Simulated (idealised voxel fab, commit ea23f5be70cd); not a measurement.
The process module that follows is named voxel fin reveal.
The figure presents cross-section cut, which has a width of 275 nm and is divided into square cells with an edge length of 5 nm.
Bands, listed from the top down, are how a cross-section gets written in this document; the cross-section itself is a grid of square cells, and a band is one or more rows of them.
Basically the band line says how high the top is and how high the bottom is, in nm, and then what's in it from left to right, every material with its width in nm. Empty space shows up as "air", and if a single material carries "throughout" it runs the full band edge to edge.
Basically, 0 is our baseline, since under it the wafer straight out of the box is all one material. The bottom band has no lower end and keeps on going down, so it looks like "0 down".
The two numbers in a width such as "30->40" mark its ends across the band: the first belongs to the top row of cells, the second to the bottom row, and from each row to the next the width moves by the same amount.
"nothing different" after a step means that no cell of the cross-section changed.
Entry "closed voids" = empty spaces >= 8 cells with no open way to the top; each as width x height at distance, distance from left edge, all nm.
What comes after the settings on a step's line is commentary from the simulator itself on that step.
For masked steps, "overlay nm" on the step line gives how far right of plan the mask actually lay; a minus sign means it lay to the left.

**This section lists the process steps that were planned**
1. RECEIVE | material Si
2. CONFORMAL_DEP | material SiN | thk nm 5
3. PATTERN | tone cover | mask id FINS | material resist | width nm 15 | pitch nm 35 | thk nm 15 | overlay nm 0
4. DIRECTIONAL_ETCH | etch materials SiN | depth nm 5
5. DIRECTIONAL_ETCH | etch materials Si | depth nm 40
6. STRIP | etch materials resist
7. FILL_DEP | material SiO2 | thk nm 10
8. CMP | height nm 5
9. SELECTIVE_ETCH | etch materials SiO2 | depth nm 25
10. STRIP | etch materials SiN
11. CONFORMAL_DEP | material HfO2 | thk nm 5

**Incoming wafer in cross-section (state: after step 1)**
* 0 down: Si throughout
* closed voids: none

**This is how the wafer looks in cross-section once the module is done, given the starting state and plan above and one mistake in carrying the plan out**
* 0 to -20: 75 air, then 15 Si, then 20 air, then 15 Si, then 20 air, then 15 Si, then 20 air, then 15 Si, then 80 air
* -20 to -40: 75 SiO2, then 15 Si, then 20 SiO2, then 15 Si, then 20 SiO2, then 15 Si, then 20 SiO2, then 15 Si, then 80 SiO2
* -40 down: Si throughout
* closed voids: none
In executing the process, a mistake was made relative to the plan: execution of step 11 of the plan did not take place, the step having been omitted
